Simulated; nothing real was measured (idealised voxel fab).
This is a process module. Its name is voxel wiring stack.
FYI the section here is cut, 215 nm wide, cells are 5 nm squares.
If you're reading a cross-section in this doc, picture square cells in a grid; it comes to you as bands, top ones listed first down to the bottom, and a band can be one or more rows of cells. Read a band's entry like this: the first values are the height of its top and the height of its bottom in nm, and what follows is the sequence of materials from left to right, each with its width in nm. Note that "empty" is empty space, and that a single material marked "full width" reaches across the band from edge to edge. Beneath 0, the wafer as received is one material, and that level is where height counting begins. The lowest band goes on downward without a bottom; it is written like "0 -> down". Think of "30 to 40" as a width that walks from the first number to the second as you go down the band, top row to bottom row, taking equal-sized steps from row to row. "remained unchanged" -> step changed no cross-section cell. Heads up: "Unvented internal voids" only lists the empty pockets with no open path to the top that are 8 cells or more, and it writes them as width x height at distance, distance from the left edge, in nm. Text after the settings on a step's line: the simulator's own remark on that step. overlay nm, on a step with a mask: how far to the right of its planned place the mask lay; to the left if negative. What follows is a series of pairs. Each pair shows a cross-section before one process step and the cross-section after it, and the after view is drawn only down to the lowest band that changed. Beneath each pair is the step that lies between the two, with its settings. Pairs may come from different runs of this module on the same starting wafer, so a pair continues from the one above it only where its entry headed "Pre-step profile" says so.

Pre-step profile:
    0 -> down  Si full width
    Unvented internal voids: none

Post-Step Cross-Section:
    15 -> 0  SiO2 full width
    below 0: unchanged
    Unvented internal voids: none
Between the cross-sections above, the step performed was CONFORMAL_DEP [material SiO2] [thk nm 15]

Pre-step profile: look at the pair above, its after cross-section is where this step starts.

Post-Step Cross-Section:
    20 -> 15  TiN full width
    below 15: unchanged
    Unvented internal voids: none
Between the cross-sections above, the step performed was DIRECTIONAL_DEP [material TiN] [thk nm 5]

Pre-step profile: look at the pair above, its after cross-section is where this step starts.

Post-Step Cross-Section:
    45 -> 20  W full width
    below 20: unchanged
    Unvented internal voids: none
Between the cross-sections above, the step performed was DIRECTIONAL_DEP [material W] [thk nm 25]

Pre-step profile: look at the pair above, its after cross-section is where this step starts.

Post-Step Cross-Section:
    45 -> 20  empty=70, W=25, empty=25, W=25, empty=70
    below 20: unchanged
    Unvented internal voids: none
Between the cross-sections above, the step performed was MASKED_ETCH [tone cover] [mask id METAL_1] [width nm 25] [pitch nm 50] [etch materials W] [depth nm 25] [overlay nm 0]

Pre-step profile: look at the pair above, its after cross-section is where this step starts.

Post-Step Cross-Section:
    45 -> 20  empty=70, W=25, empty=25, W=25, empty=70
    20 -> 15  empty=70, TiN=25, empty=25, TiN=25, empty=70
    below 15: unchanged
    Unvented internal voids: none
Between the cross-sections above, the step performed was MASKED_ETCH [tone cover] [mask id METAL_1] [width nm 25] [pitch nm 50] [etch materials TiN] [depth nm 5] [overlay nm 0]

Pre-step profile: look at the pair above, its after cross-section is where this step starts.

Post-Step Cross-Section:
    50 -> 45  empty=65, SiCN=35, empty=15, SiCN=35, empty=65
    45 -> 20  empty=65, SiCN=5, W=25, SiCN=5, empty=15, SiCN=5, W=25, SiCN=5, empty=65
    20 -> 15  SiCN=70, TiN=25, SiCN=25, TiN=25, SiCN=70
    below 15: unchanged
    Unvented internal voids: none
Between the cross-sections above, the step performed was CONFORMAL_DEP [material SiCN] [thk nm 5]

Pre-step profile: look at the pair above, its after cross-section is where this step starts.

Post-Step Cross-Section:
    60 -> 50  lowk full width
    50 -> 45  lowk=65, SiCN=35, lowk=15, SiCN=35, lowk=65
    45 -> 20  lowk=65, SiCN=5, W=25, SiCN=5, lowk=15, SiCN=5, W=25, SiCN=5, lowk=65
    below 20: unchanged
    Unvented internal voids: none
Between the cross-sections above, the step performed was FILL_DEP [material lowk] [thk nm 10]

Pre-step profile: look at the pair above, its after cross-section is where this step starts.

Post-Step Cross-Section:
    45 -> 20  lowk=65, SiCN=5, W=25, SiCN=5, lowk=15, SiCN=5, W=25, SiCN=5, lowk=65
    below 20: unchanged
    Unvented internal voids: none
Between the cross-sections above, the step performed was CMP [height nm 45]

Pre-step profile: look at the pair above, its after cross-section is where this step starts.

Post-Step Cross-Section:
    50 -> 45  SiCN full width
    below 45: unchanged
    Unvented internal voids: none
Between the cross-sections above, the step performed was CONFORMAL_DEP [material SiCN] [thk nm 5]

Pre-step profile: look at the pair above, its after cross-section is where this step starts.

Post-Step Cross-Section:
    60 -> 50  lowk full width
    below 50: unchanged
    Unvented internal voids: none
Between the cross-sections above, the step performed was DIRECTIONAL_DEP [material lowk] [thk nm 10]

Pre-step profile: look at the pair above, its after cross-section is where this step starts.

Post-Step Cross-Section:
    75 -> 60  aC full width
    below 60: unchanged
    Unvented internal voids: none
Between the cross-sections above, the step performed was DIRECTIONAL_DEP [material aC] [thk nm 15]

Pre-step profile: look at the pair above, its after cross-section is where this step starts.

Post-Step Cross-Section:
    110 -> 75  resist=70, empty=15, resist=35, empty=15, resist=80
    below 75: unchanged
    Unvented internal voids: none
Between the cross-sections above, the step performed was PATTERN [tone open] [mask id PLUG_1] [material resist] [width nm 15] [pitch nm 50] [thk nm 35] [overlay nm 0]

Pre-step profile: look at the pair above, its after cross-section is where this step starts.

Post-Step Cross-Section:
    95 -> 75  resist=70, empty=15, resist=35, empty=15, resist=80
    75 -> 60  aC=70, empty=15, aC=35, empty=15, aC=80
    below 60: unchanged
    Unvented internal voids: none
Between the cross-sections above, the step performed was DIRECTIONAL_ETCH [etch materials aC] [depth nm 15]

Pre-step profile: look at the pair above, its after cross-section is where this step starts.

Post-Step Cross-Section:
    75 -> 60  aC=70, empty=15, aC=35, empty=15, aC=80
    below 60: unchanged
    Unvented internal voids: none
Between the cross-sections above, the step performed was STRIP [etch materials resist]

Pre-step profile: look at the pair above, its after cross-section is where this step starts.

Post-Step Cross-Section:
    75 -> 60  aC=70, empty=15, aC=35, empty=15, aC=80
    60 -> 50  lowk=70, empty=15, lowk=35, empty=15, lowk=80
    below 50: unchanged
    Unvented internal voids: none
Between the cross-sections above, the step performed was DIRECTIONAL_ETCH [etch materials lowk] [depth nm 10]

Pre-step profile: look at the pair above, its after cross-section is where this step starts.

Post-Step Cross-Section:
    75 -> 60  aC=70, empty=15, aC=35, empty=15, aC=80
    60 -> 50  lowk=70, empty=15, lowk=35, empty=15, lowk=80
    50 -> 45  SiCN=70, empty=15, SiCN=35, empty=15, SiCN=80
    below 45: unchanged
    Unvented internal voids: none
Between the cross-sections above, the step performed was DIRECTIONAL_ETCH [etch materials SiCN] [depth nm 5]

Pre-step profile: look at the pair above, its after cross-section is where this step starts.

Post-Step Cross-Section:
    60 -> 50  lowk=70, empty=15, lowk=35, empty=15, lowk=80
    below 50: unchanged
    Unvented internal voids: none
Between the cross-sections above, the step performed was STRIP [etch materials aC]

Pre-step profile: look at the pair above, its after cross-section is where this step starts.

Post-Step Cross-Section:
    65 -> 60  TiN=75, empty=5, TiN=45, empty=5, TiN=85
    60 -> 50  lowk=70, TiN=5, empty=5, TiN=5, lowk=35, TiN=5, empty=5, TiN=5, lowk=80
    50 -> 45  SiCN=70, TiN=15, SiCN=35, TiN=15, SiCN=80
    below 45: unchanged
    Unvented internal voids: none
Between the cross-sections above, the step performed was CONFORMAL_DEP [material TiN] [thk nm 5]

Pre-step profile: look at the pair above, its after cross-section is where this step starts.

Post-Step Cross-Section:
    70 -> 65  W full width
    65 -> 60  TiN=75, W=5, TiN=45, W=5, TiN=85
    60 -> 50  lowk=70, TiN=5, W=5, TiN=5, lowk=35, TiN=5, W=5, TiN=5, lowk=80
    below 50: unchanged
    Unvented internal voids: none
Between the cross-sections above, the step performed was FILL_DEP [material W] [thk nm 5]

Pre-step profile: look at the pair above, its after cross-section is where this step starts.

Post-Step Cross-Section:
    60 -> 50  lowk=70, TiN=5, W=5, TiN=5, lowk=35, TiN=5, W=5, TiN=5, lowk=80
    below 50: unchanged
    Unvented internal voids: none
Between the cross-sections above, the step performed was CMP [height nm 60]

Pre-step profile: look at the pair above, its after cross-section is where this step starts.

Post-Step Cross-Section:
    65 -> 60  TiN full width
    below 60: unchanged
    Unvented internal voids: none
Between the cross-sections above, the step performed was DIRECTIONAL_DEP [material TiN] [thk nm 5]

Pre-step profile: look at the pair above, its after cross-section is where this step starts.

Post-Step Cross-Section:
    80 -> 65  W full width
    below 65: unchanged
    Unvented internal voids: none
Between the cross-sections above, the step performed was DIRECTIONAL_DEP [material W] [thk nm 15]

Pre-step profile: look at the pair above, its after cross-section is where this step starts.

Post-Step Cross-Section:
    80 -> 65  empty=70, W=25, empty=25, W=25, empty=70
    below 65: unchanged
    Unvented internal voids: none
Between the cross-sections above, the step performed was MASKED_ETCH [tone cover] [mask id METAL_2] [width nm 25] [pitch nm 50] [etch materials W] [depth nm 15] [overlay nm 0]

Pre-step profile: look at the pair above, its after cross-section is where this step starts.

Post-Step Cross-Section:
    80 -> 65  empty=70, W=25, empty=25, W=25, empty=70
    65 -> 60  empty=70, TiN=25, empty=25, TiN=25, empty=70
    below 60: unchanged
    Unvented internal voids: none
Between the cross-sections above, the step performed was MASKED_ETCH [tone cover] [mask id METAL_2] [width nm 25] [pitch nm 50] [etch materials TiN] [depth nm 5] [overlay nm 0]

Pre-step profile: look at the pair above, its after cross-section is where this step starts.

Post-Step Cross-Section:
    85 -> 80  empty=65, SiN=35, empty=15, SiN=35, empty=65
    80 -> 65  empty=65, SiN=5, W=25, SiN=5, empty=15, SiN=5, W=25, SiN=5, empty=65
    65 -> 60  SiN=70, TiN=25, SiN=25, TiN=25, SiN=70
    below 60: unchanged
    Unvented internal voids: none
Between the cross-sections above, the step performed was CONFORMAL_DEP [material SiN] [thk nm 5]

Pre-step profile: look at the pair above, its after cross-section is where this step starts.

Post-Step Cross-Section:
    90 -> 85  SiO2 full width
    85 -> 80  SiO2=65, SiN=35, SiO2=15, SiN=35, SiO2=65
    80 -> 65  SiO2=65, SiN=5, W=25, SiN=5, SiO2=15, SiN=5, W=25, SiN=5, SiO2=65
    below 65: unchanged
    Unvented internal voids: none
Between the cross-sections above, the step performed was FILL_DEP [material SiO2] [thk nm 5]

Pre-step profile: look at the pair above, its after cross-section is where this step starts.

Post-Step Cross-Section:
    80 -> 65  SiO2=65, SiN=5, W=25, SiN=5, SiO2=15, SiN=5, W=25, SiN=5, SiO2=65
    below 65: unchanged
    Unvented internal voids: none
Between the cross-sections above, the step performed was CMP [height nm 80]

Pre-step profile: look at the pair above, its after cross-section is where this step starts.

Post-Step Cross-Section:
    85 -> 80  SiCN full width
    below 80: unchanged
    Unvented internal voids: none
Between the cross-sections above, the step performed was CONFORMAL_DEP [material SiCN] [thk nm 5]

Pre-step profile: look at the pair above, its after cross-section is where this step starts.

Post-Step Cross-Section:
    110 -> 85  SiO2 full width
    below 85: unchanged
    Unvented internal voids: none
Between the cross-sections above, the step performed was DIRECTIONAL_DEP [material SiO2] [thk nm 25]

Pre-step profile: look at the pair above, its after cross-section is where this step starts.

Post-Step Cross-Section:
    125 -> 110  aC full width
    below 110: unchanged
    Unvented internal voids: none
Between the cross-sections above, the step performed was DIRECTIONAL_DEP [material aC] [thk nm 15]

Pre-step profile: look at the pair above, its after cross-section is where this step starts.

Post-Step Cross-Section:
    155 -> 125  resist=70, empty=25, resist=25, empty=25, resist=70
    below 125: unchanged
    Unvented internal voids: none
Between the cross-sections above, the step performed was PATTERN [tone open] [mask id METAL_3] [material resist] [width nm 25] [pitch nm 50] [thk nm 30] [overlay nm 0]

Pre-step profile: look at the pair above, its after cross-section is where this step starts.

Post-Step Cross-Section:
    140 -> 125  resist=70, empty=25, resist=25, empty=25, resist=70
    125 -> 110  aC=70, empty=25, aC=25, empty=25, aC=70
    below 110: unchanged
    Unvented internal voids: none
Between the cross-sections above, the step performed was DIRECTIONAL_ETCH [etch materials aC] [depth nm 15]

Pre-step profile: look at the pair above, its after cross-section is where this step starts.

Post-Step Cross-Section:
    125 -> 110  aC=70, empty=25, aC=25, empty=25, aC=70
    below 110: unchanged
    Unvented internal voids: none
Between the cross-sections above, the step performed was STRIP [etch materials resist]

Pre-step profile: look at the pair above, its after cross-section is where this step starts.

Post-Step Cross-Section:
    125 -> 110  aC=70, empty=25, aC=25, empty=25, aC=70
    110 -> 95  SiO2=70, empty=25, SiO2=25, empty=25, SiO2=70
    below 95: unchanged
    Unvented internal voids: none
Between the cross-sections above, the step performed was DIRECTIONAL_ETCH [etch materials SiO2] [depth nm 15]

Pre-step profile: look at the pair above, its after cross-section is where this step starts.

Post-Step Cross-Section:
    110 -> 95  SiO2=70, empty=25, SiO2=25, empty=25, SiO2=70
    below 95: unchanged
    Unvented internal voids: none
Between the cross-sections above, the step performed was STRIP [etch materials aC]

Pre-step profile: look at the pair above, its after cross-section is where this step starts.

Post-Step Cross-Section:
    130 -> 110  resist=70, empty=15, resist=130
    110 -> 95  SiO2=70, empty=15, resist=10, SiO2=25, resist=25, SiO2=70
    below 95: unchanged
    Unvented internal voids: none
Between the cross-sections above, the step performed was PATTERN [tone open] [mask id METAL_3_HOLES] [material resist] [width nm 15] [thk nm 20] [overlay nm 0]

Pre-step profile: look at the pair above, its after cross-section is where this step starts.

Post-Step Cross-Section:
    130 -> 110  resist=70, empty=15, resist=130
    110 -> 95  SiO2=70, empty=15, resist=10, SiO2=25, resist=25, SiO2=70
    95 -> 85  SiO2=70, empty=15, SiO2=130
    below 85: unchanged
    Unvented internal voids: none
Between the cross-sections above, the step performed was DIRECTIONAL_ETCH [etch materials SiO2] [depth nm 10]

Pre-step profile: look at the pair above, its after cross-section is where this step starts.

Post-Step Cross-Section:
    130 -> 110  resist=70, empty=15, resist=130
    110 -> 95  SiO2=70, empty=15, resist=10, SiO2=25, resist=25, SiO2=70
    95 -> 85  SiO2=70, empty=15, SiO2=130
    85 -> 80  SiCN=70, empty=15, SiCN=130
    below 80: unchanged
    Unvented internal voids: none
Between the cross-sections above, the step performed was DIRECTIONAL_ETCH [etch materials SiCN] [depth nm 5]

Pre-step profile: look at the pair above, its after cross-section is where this step starts.

Post-Step Cross-Section:
    110 -> 95  SiO2=70, empty=25, SiO2=25, empty=25, SiO2=70
    below 95: unchanged
    Unvented internal voids: none
Between the cross-sections above, the step performed was STRIP [etch materials resist]

Pre-step profile: look at the pair above, its after cross-section is where this step starts.

Post-Step Cross-Section:
    115 -> 110  TiN=75, empty=15, TiN=35, empty=15, TiN=75
    110 -> 100  SiO2=70, TiN=5, empty=15, TiN=5, SiO2=25, TiN=5, empty=15, TiN=5, SiO2=70
    100 -> 95  SiO2=70, TiN=5, empty=5, TiN=15, SiO2=25, TiN=25, SiO2=70
    95 -> 85  SiO2=70, TiN=5, empty=5, TiN=5, SiO2=130
    85 -> 80  SiCN=70, TiN=15, SiCN=130
    below 80: unchanged
    Unvented internal voids: none
Between the cross-sections above, the step performed was CONFORMAL_DEP [material TiN] [thk nm 5]

Pre-step profile: look at the pair above, its after cross-section is where this step starts.

Post-Step Cross-Section:
    125 -> 115  Ru full width
    115 -> 110  TiN=75, Ru=15, TiN=35, Ru=15, TiN=75
    110 -> 100  SiO2=70, TiN=5, Ru=15, TiN=5, SiO2=25, TiN=5, Ru=15, TiN=5, SiO2=70
    100 -> 95  SiO2=70, TiN=5, Ru=5, TiN=15, SiO2=25, TiN=25, SiO2=70
    95 -> 85  SiO2=70, TiN=5, Ru=5, TiN=5, SiO2=130
    below 85: unchanged
    Unvented internal voids: none
Between the cross-sections above, the step performed was FILL_DEP [material Ru] [thk nm 10]

Pre-step profile: look at the pair above, its after cross-section is where this step starts.

Post-Step Cross-Section:
    110 -> 100  SiO2=70, TiN=5, Ru=15, TiN=5, SiO2=25, TiN=5, Ru=15, TiN=5, SiO2=70
    below 100: unchanged
    Unvented internal voids: none
Between the cross-sections above, the step performed was CMP [height nm 110]

Pre-step profile: look at the pair above, its after cross-section is where this step starts.

Post-Step Cross-Section:
    115 -> 110  SiN full width
    below 110: unchanged
    Unvented internal voids: none
Between the cross-sections above, the step performed was CONFORMAL_DEP [material SiN] [thk nm 5]

Pre-step profile:
    0 -> down  Si full width
    Unvented internal voids: none

Post-Step Cross-Section:
    5 -> 0  TiN full width
    below 0: unchanged
    Unvented internal voids: none
Between the cross-sections above, the step performed was DIRECTIONAL_DEP [material TiN] [thk nm 5]

Pre-step profile: look at the pair above, its after cross-section is where this step starts.

Post-Step Cross-Section:
    30 -> 5  W full width
    below 5: unchanged
    Unvented internal voids: none
Between the cross-sections above, the step performed was DIRECTIONAL_DEP [material W] [thk nm 25]

Pre-step profile: look at the pair above, its after cross-section is where this step starts.

Post-Step Cross-Section:
    30 -> 5  empty=70, W=25, empty=25, W=25, empty=70
    below 5: unchanged
    Unvented internal voids: none
Between the cross-sections above, the step performed was MASKED_ETCH [tone cover] [mask id METAL_1] [width nm 25] [pitch nm 50] [etch materials W] [depth nm 25] [overlay nm 0]

Pre-step profile: look at the pair above, its after cross-section is where this step starts.

Post-Step Cross-Section:
    30 -> 5  empty=70, W=25, empty=25, W=25, empty=70
    5 -> 0  empty=70, TiN=25, empty=25, TiN=25, empty=70
    below 0: unchanged
    Unvented internal voids: none
Between the cross-sections above, the step performed was MASKED_ETCH [tone cover] [mask id METAL_1] [width nm 25] [pitch nm 50] [etch materials TiN] [depth nm 5] [overlay nm 0]

Pre-step profile: look at the pair above, its after cross-section is where this step starts.

Post-Step Cross-Section:
    35 -> 30  empty=65, SiCN=35, empty=15, SiCN=35, empty=65
    30 -> 5  empty=65, SiCN=5, W=25, SiCN=5, empty=15, SiCN=5, W=25, SiCN=5, empty=65
    5 -> 0  SiCN=70, TiN=25, SiCN=25, TiN=25, SiCN=70
    below 0: unchanged
    Unvented internal voids: none
Between the cross-sections above, the step performed was CONFORMAL_DEP [material SiCN] [thk nm 5]

Pre-step profile: look at the pair above, its after cross-section is where this step starts.

Post-Step Cross-Section:
    45 -> 35  lowk full width
    35 -> 30  lowk=65, SiCN=35, lowk=15, SiCN=35, lowk=65
    30 -> 5  lowk=65, SiCN=5, W=25, SiCN=5, lowk=15, SiCN=5, W=25, SiCN=5, lowk=65
    below 5: unchanged
    Unvented internal voids: none
Between the cross-sections above, the step performed was FILL_DEP [material lowk] [thk nm 10]

Pre-step profile: look at the pair above, its after cross-section is where this step starts.

Post-Step Cross-Section:
    50 -> 45  SiCN full width
    below 45: unchanged
    Unvented internal voids: none
Between the cross-sections above, the step performed was CONFORMAL_DEP [material SiCN] [thk nm 5]

Pre-step profile: look at the pair above, its after cross-section is where this step starts.

Post-Step Cross-Section:
    60 -> 50  lowk full width
    below 50: unchanged
    Unvented internal voids: none
Between the cross-sections above, the step performed was DIRECTIONAL_DEP [material lowk] [thk nm 10]

Pre-step profile: look at the pair above, its after cross-section is where this step starts.

Post-Step Cross-Section:
    75 -> 60  aC full width
    below 60: unchanged
    Unvented internal voids: none
Between the cross-sections above, the step performed was DIRECTIONAL_DEP [material aC] [thk nm 15]

Pre-step profile: look at the pair above, its after cross-section is where this step starts.

Post-Step Cross-Section:
    110 -> 75  resist=70, empty=15, resist=35, empty=15, resist=80
    below 75: unchanged
    Unvented internal voids: none
Between the cross-sections above, the step performed was PATTERN [tone open] [mask id PLUG_1] [material resist] [width nm 15] [pitch nm 50] [thk nm 35] [overlay nm 0]

Pre-step profile: look at the pair above, its after cross-section is where this step starts.

Post-Step Cross-Section:
    95 -> 75  resist=70, empty=15, resist=35, empty=15, resist=80
    75 -> 60  aC=70, empty=15, aC=35, empty=15, aC=80
    below 60: unchanged
    Unvented internal voids: none
Between the cross-sections above, the step performed was DIRECTIONAL_ETCH [etch materials aC] [depth nm 15]

Pre-step profile: look at the pair above, its after cross-section is where this step starts.

Post-Step Cross-Section:
    75 -> 60  aC=70, empty=15, aC=35, empty=15, aC=80
    below 60: unchanged
    Unvented internal voids: none
Between the cross-sections above, the step performed was STRIP [etch materials resist]

Pre-step profile: look at the pair above, its after cross-section is where this step starts.

Post-Step Cross-Section:
    75 -> 60  aC=70, empty=15, aC=35, empty=15, aC=80
    60 -> 50  lowk=70, empty=15, lowk=35, empty=15, lowk=80
    below 50: unchanged
    Unvented internal voids: none
Between the cross-sections above, the step performed was DIRECTIONAL_ETCH [etch materials lowk] [depth nm 10]

Pre-step profile: look at the pair above, its after cross-section is where this step starts.

Post-Step Cross-Section:
    75 -> 60  aC=70, empty=15, aC=35, empty=15, aC=80
    60 -> 50  lowk=70, empty=15, lowk=35, empty=15, lowk=80
    50 -> 45  SiCN=70, empty=15, SiCN=35, empty=15, SiCN=80
    below 45: unchanged
    Unvented internal voids: none
Between the cross-sections above, the step performed was DIRECTIONAL_ETCH [etch materials SiCN] [depth nm 5]

Pre-step profile: look at the pair above, its after cross-section is where this step starts.

Post-Step Cross-Section:
    60 -> 50  lowk=70, empty=15, lowk=35, empty=15, lowk=80
    below 50: unchanged
    Unvented internal voids: none
Between the cross-sections above, the step performed was STRIP [etch materials aC]

Pre-step profile: look at the pair above, its after cross-section is where this step starts.

Post-Step Cross-Section:
    65 -> 60  TiN=75, empty=5, TiN=45, empty=5, TiN=85
    60 -> 50  lowk=70, TiN=5, empty=5, TiN=5, lowk=35, TiN=5, empty=5, TiN=5, lowk=80
    50 -> 45  SiCN=70, TiN=15, SiCN=35, TiN=15, SiCN=80
    below 45: unchanged
    Unvented internal voids: none
Between the cross-sections above, the step performed was CONFORMAL_DEP [material TiN] [thk nm 5]

Pre-step profile: look at the pair above, its after cross-section is where this step starts.

Post-Step Cross-Section:
    70 -> 65  W full width
    65 -> 60  TiN=75, W=5, TiN=45, W=5, TiN=85
    60 -> 50  lowk=70, TiN=5, W=5, TiN=5, lowk=35, TiN=5, W=5, TiN=5, lowk=80
    below 50: unchanged
    Unvented internal voids: none
Between the cross-sections above, the step performed was FILL_DEP [material W] [thk nm 5]

Pre-step profile: look at the pair above, its after cross-section is where this step starts.

Post-Step Cross-Section:
    60 -> 50  lowk=70, TiN=5, W=5, TiN=5, lowk=35, TiN=5, W=5, TiN=5, lowk=80
    below 50: unchanged
    Unvented internal voids: none
Between the cross-sections above, the step performed was CMP [height nm 60]

Pre-step profile: look at the pair above, its after cross-section is where this step starts.

Post-Step Cross-Section:
    65 -> 60  TiN full width
    below 60: unchanged
    Unvented internal voids: none
Between the cross-sections above, the step performed was DIRECTIONAL_DEP [material TiN] [thk nm 5]

Pre-step profile: look at the pair above, its after cross-section is where this step starts.

Post-Step Cross-Section:
    80 -> 65  W full width
    below 65: unchanged
    Unvented internal voids: none
Between the cross-sections above, the step performed was DIRECTIONAL_DEP [material W] [thk nm 15]

Pre-step profile: look at the pair above, its after cross-section is where this step starts.

Post-Step Cross-Section:
    80 -> 65  empty=70, W=25, empty=25, W=25, empty=70
    below 65: unchanged
    Unvented internal voids: none
Between the cross-sections above, the step performed was MASKED_ETCH [tone cover] [mask id METAL_2] [width nm 25] [pitch nm 50] [etch materials W] [depth nm 15] [overlay nm 0]

Pre-step profile: look at the pair above, its after cross-section is where this step starts.

Post-Step Cross-Section:
    80 -> 65  empty=70, W=25, empty=25, W=25, empty=70
    65 -> 60  empty=70, TiN=25, empty=25, TiN=25, empty=70
    below 60: unchanged
    Unvented internal voids: none
Between the cross-sections above, the step performed was MASKED_ETCH [tone cover] [mask id METAL_2] [width nm 25] [pitch nm 50] [etch materials TiN] [depth nm 5] [overlay nm 0]

Pre-step profile: look at the pair above, its after cross-section is where this step starts.

Post-Step Cross-Section:
    85 -> 80  empty=65, SiN=35, empty=15, SiN=35, empty=65
    80 -> 65  empty=65, SiN=5, W=25, SiN=5, empty=15, SiN=5, W=25, SiN=5, empty=65
    65 -> 60  SiN=70, TiN=25, SiN=25, TiN=25, SiN=70
    below 60: unchanged
    Unvented internal voids: none
Between the cross-sections above, the step performed was CONFORMAL_DEP [material SiN] [thk nm 5]

Pre-step profile: look at the pair above, its after cross-section is where this step starts.

Post-Step Cross-Section:
    90 -> 85  SiO2 full width
    85 -> 80  SiO2=65, SiN=35, SiO2=15, SiN=35, SiO2=65
    80 -> 65  SiO2=65, SiN=5, W=25, SiN=5, SiO2=15, SiN=5, W=25, SiN=5, SiO2=65
    below 65: unchanged
    Unvented internal voids: none
Between the cross-sections above, the step performed was FILL_DEP [material SiO2] [thk nm 5]

Pre-step profile: look at the pair above, its after cross-section is where this step starts.

Post-Step Cross-Section:
    80 -> 65  SiO2=65, SiN=5, W=25, SiN=5, SiO2=15, SiN=5, W=25, SiN=5, SiO2=65
    below 65: unchanged
    Unvented internal voids: none
Between the cross-sections above, the step performed was CMP [height nm 80]

Pre-step profile: look at the pair above, its after cross-section is where this step starts.

Post-Step Cross-Section:
    85 -> 80  SiCN full width
    below 80: unchanged
    Unvented internal voids: none
Between the cross-sections above, the step performed was CONFORMAL_DEP [material SiCN] [thk nm 5]

Pre-step profile: look at the pair above, its after cross-section is where this step starts.

Post-Step Cross-Section:
    110 -> 85  SiO2 full width
    below 85: unchanged
    Unvented internal voids: none
Between the cross-sections above, the step performed was DIRECTIONAL_DEP [material SiO2] [thk nm 25]

Pre-step profile: look at the pair above, its after cross-section is where this step starts.

Post-Step Cross-Section:
    125 -> 110  aC full width
    below 110: unchanged
    Unvented internal voids: none
Between the cross-sections above, the step performed was DIRECTIONAL_DEP [material aC] [thk nm 15]

Pre-step profile: look at the pair above, its after cross-section is where this step starts.

Post-Step Cross-Section:
    155 -> 125  resist=70, empty=25, resist=25, empty=25, resist=70
    below 125: unchanged
    Unvented internal voids: none
Between the cross-sections above, the step performed was PATTERN [tone open] [mask id METAL_3] [material resist] [width nm 25] [pitch nm 50] [thk nm 30] [overlay nm 0]

Pre-step profile: look at the pair above, its after cross-section is where this step starts.

Post-Step Cross-Section:
    140 -> 125  resist=70, empty=25, resist=25, empty=25, resist=70
    125 -> 110  aC=70, empty=25, aC=25, empty=25, aC=70
    below 110: unchanged
    Unvented internal voids: none
Between the cross-sections above, the step performed was DIRECTIONAL_ETCH [etch materials aC] [depth nm 15]

Pre-step profile: look at the pair above, its after cross-section is where this step starts.

Post-Step Cross-Section:
    125 -> 110  aC=70, empty=25, aC=25, empty=25, aC=70
    below 110: unchanged
    Unvented internal voids: none
Between the cross-sections above, the step performed was STRIP [etch materials resist]

Pre-step profile: look at the pair above, its after cross-section is where this step starts.

Post-Step Cross-Section:
    125 -> 110  aC=70, empty=25, aC=25, empty=25, aC=70
    110 -> 95  SiO2=70, empty=25, SiO2=25, empty=25, SiO2=70
    below 95: unchanged
    Unvented internal voids: none
Between the cross-sections above, the step performed was DIRECTIONAL_ETCH [etch materials SiO2] [depth nm 15]

Pre-step profile: look at the pair above, its after cross-section is where this step starts.

Post-Step Cross-Section:
    110 -> 95  SiO2=70, empty=25, SiO2=25, empty=25, SiO2=70
    below 95: unchanged
    Unvented internal voids: none
Between the cross-sections above, the step performed was STRIP [etch materials aC]

Pre-step profile: look at the pair above, its after cross-section is where this step starts.

Post-Step Cross-Section:
    130 -> 110  resist=70, empty=15, resist=130
    110 -> 95  SiO2=70, empty=15, resist=10, SiO2=25, resist=25, SiO2=70
    below 95: unchanged
    Unvented internal voids: none
Between the cross-sections above, the step performed was PATTERN [tone open] [mask id METAL_3_HOLES] [material resist] [width nm 15] [thk nm 20] [overlay nm 0]

Pre-step profile: look at the pair above, its after cross-section is where this step starts.

Post-Step Cross-Section:
    130 -> 110  resist=70, empty=15, resist=130
    110 -> 95  SiO2=70, empty=15, resist=10, SiO2=25, resist=25, SiO2=70
    95 -> 85  SiO2=70, empty=15, SiO2=130
    below 85: unchanged
    Unvented internal voids: none
Between the cross-sections above, the step performed was DIRECTIONAL_ETCH [etch materials SiO2] [depth nm 10]

Pre-step profile: look at the pair above, its after cross-section is where this step starts.

Post-Step Cross-Section:
    130 -> 110  resist=70, empty=15, resist=130
    110 -> 95  SiO2=70, empty=15, resist=10, SiO2=25, resist=25, SiO2=70
    95 -> 85  SiO2=70, empty=15, SiO2=130
    85 -> 80  SiCN=70, empty=15, SiCN=130
    below 80: unchanged
    Unvented internal voids: none
Between the cross-sections above, the step performed was DIRECTIONAL_ETCH [etch materials SiCN] [depth nm 5]

Pre-step profile: look at the pair above, its after cross-section is where this step starts.

Post-Step Cross-Section:
    110 -> 95  SiO2=70, empty=25, SiO2=25, empty=25, SiO2=70
    below 95: unchanged
    Unvented internal voids: none
Between the cross-sections above, the step performed was STRIP [etch materials resist]

Pre-step profile: look at the pair above, its after cross-section is where this step starts.

Post-Step Cross-Section:
    115 -> 110  TiN=75, empty=15, TiN=35, empty=15, TiN=75
    110 -> 100  SiO2=70, TiN=5, empty=15, TiN=5, SiO2=25, TiN=5, empty=15, TiN=5, SiO2=70
    100 -> 95  SiO2=70, TiN=5, empty=5, TiN=15, SiO2=25, TiN=25, SiO2=70
    95 -> 85  SiO2=70, TiN=5, empty=5, TiN=5, SiO2=130
    85 -> 80  SiCN=70, TiN=15, SiCN=130
    below 80: unchanged
    Unvented internal voids: none
Between the cross-sections above, the step performed was CONFORMAL_DEP [material TiN] [thk nm 5]

Pre-step profile: look at the pair above, its after cross-section is where this step starts.

Post-Step Cross-Section:
    125 -> 115  Ru full width
    115 -> 110  TiN=75, Ru=15, TiN=35, Ru=15, TiN=75
    110 -> 100  SiO2=70, TiN=5, Ru=15, TiN=5, SiO2=25, TiN=5, Ru=15, TiN=5, SiO2=70
    100 -> 95  SiO2=70, TiN=5, Ru=5, TiN=15, SiO2=25, TiN=25, SiO2=70
    95 -> 85  SiO2=70, TiN=5, Ru=5, TiN=5, SiO2=130
    below 85: unchanged
    Unvented internal voids: none
Between the cross-sections above, the step performed was FILL_DEP [material Ru] [thk nm 10]

Pre-step profile: look at the pair above, its after cross-section is where this step starts.

Post-Step Cross-Section:
    110 -> 100  SiO2=70, TiN=5, Ru=15, TiN=5, SiO2=25, TiN=5, Ru=15, TiN=5, SiO2=70
    below 100: unchanged
    Unvented internal voids: none
Between the cross-sections above, the step performed was CMP [height nm 110]

Pre-step profile: look at the pair above, its after cross-section is where this step starts.

Post-Step Cross-Section:
    115 -> 110  SiN full width
    below 110: unchanged
    Unvented internal voids: none
Between the cross-sections above, the step performed was CONFORMAL_DEP [material SiN] [thk nm 5]
